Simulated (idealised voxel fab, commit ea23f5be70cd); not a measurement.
voxel ribs on slabs: a process module
Square cells of 5 nm make up the cross-section cut, whose width is 220 nm.
A cross-section in this document is a grid of square cells, and it is written down as bands, the top band listed before the ones below it; a band is made up of one or more rows of cells. Top height, bottom height, nm. Materials left to right, width each, nm. Single material + "edge to edge" = fills band edge to edge. "blank" = empty. A quick word on heights: they are counted from 0, and under that level the wafer as it came to us is one material throughout. The lowest band is different from the rest in having no bottom; it simply continues downward, written as in "0..down". Width: "30..40" (first number = top row, second number = bottom row, same change from row to row of cells). When a step is marked "identical to before", none of the cells in the cross-section changed during that step. Basically, "Sealed-off cavities" tells you about the enclosed voids: empty spaces with no open way to the top, 8 cells or bigger, each written width x height at distance, where distance is from the left edge, all in nm. Post-settings text on a step line: simulator's own remark regarding the step. "overlay nm", when on a step's line for a step with a mask, measures how far to the right of its planned place the mask lay; a negative measure means to the left.

THE FOLLOWING LIST GIVES THE PLANNED PROCESS STEPS
1. RECEIVE with material Si
2. DIRECTIONAL_DEP with material SiO2, thk nm 20
3. DIRECTIONAL_DEP with material polySi, thk nm 25
4. MASKED_ETCH with tone cover, mask id RIB, width nm 20, etch materials polySi, depth nm 15, overlay nm 0
5. PATTERN with tone cover, mask id SLAB, material resist, width nm 50, thk nm 20, overlay nm 0
6. DIRECTIONAL_ETCH with etch materials polySi, depth nm 10
7. STRIP with etch materials resist
8. FILL_DEP with material SiO2, thk nm 20
9. CMP with height nm 60
10. DIRECTIONAL_DEP with material W, thk nm 5
11. PATTERN with tone cover, mask id HEATER, material resist, width nm 30, thk nm 20, overlay nm 0
12. DIRECTIONAL_ETCH with etch materials W, depth nm 5
13. STRIP with etch materials resist
14. CONFORMAL_DEP with material SiN, thk nm 5

SHOWN IN CROSS-SECTION IS THE WAFER AS RECEIVED, THAT IS, AS IT STANDS AFTER STEP 1
	0..down: Si edge to edge
	Sealed-off cavities: none

MODULE COMPLETE - CROSS-SECTION OF THE FIRST OF TWO WAFERS, RUN ACCORDING TO PLAN
	70..65: blank=90, then SiN=40, then blank=90
	65..60: SiN=95, then W=30, then SiN=95
	60..45: SiO2 edge to edge
	45..30: SiO2=100, then polySi=20, then SiO2=100
	30..20: SiO2=85, then polySi=50, then SiO2=85
	20..0: SiO2 edge to edge
	0..down: Si edge to edge
	Sealed-off cavities: none

SECOND WAFER AT THE END: LIKE START, LIKE PLAN, ONE MISTAKE
	70..65: blank=90, then SiN=40, then blank=90
	65..60: SiN=95, then W=30, then SiN=95
	60..45: SiO2 edge to edge
	45..35: SiO2=85, then polySi=15, then SiO2=20, then polySi=15, then SiO2=85
	35..30: polySi=100, then SiO2=20, then polySi=100
	30..20: polySi edge to edge
	20..0: SiO2 edge to edge
	0..down: Si edge to edge
	Sealed-off cavities: none
Run error: step 4 deviated from plan and actually ran as MASKED_ETCH with tone open, mask id RIB, width nm 20, etch materials polySi, depth nm 15, overlay nm 0
Final wafer comparison in cells, second versus first, more or fewer per material: SiO2: 108 fewer; polySi: 108 more
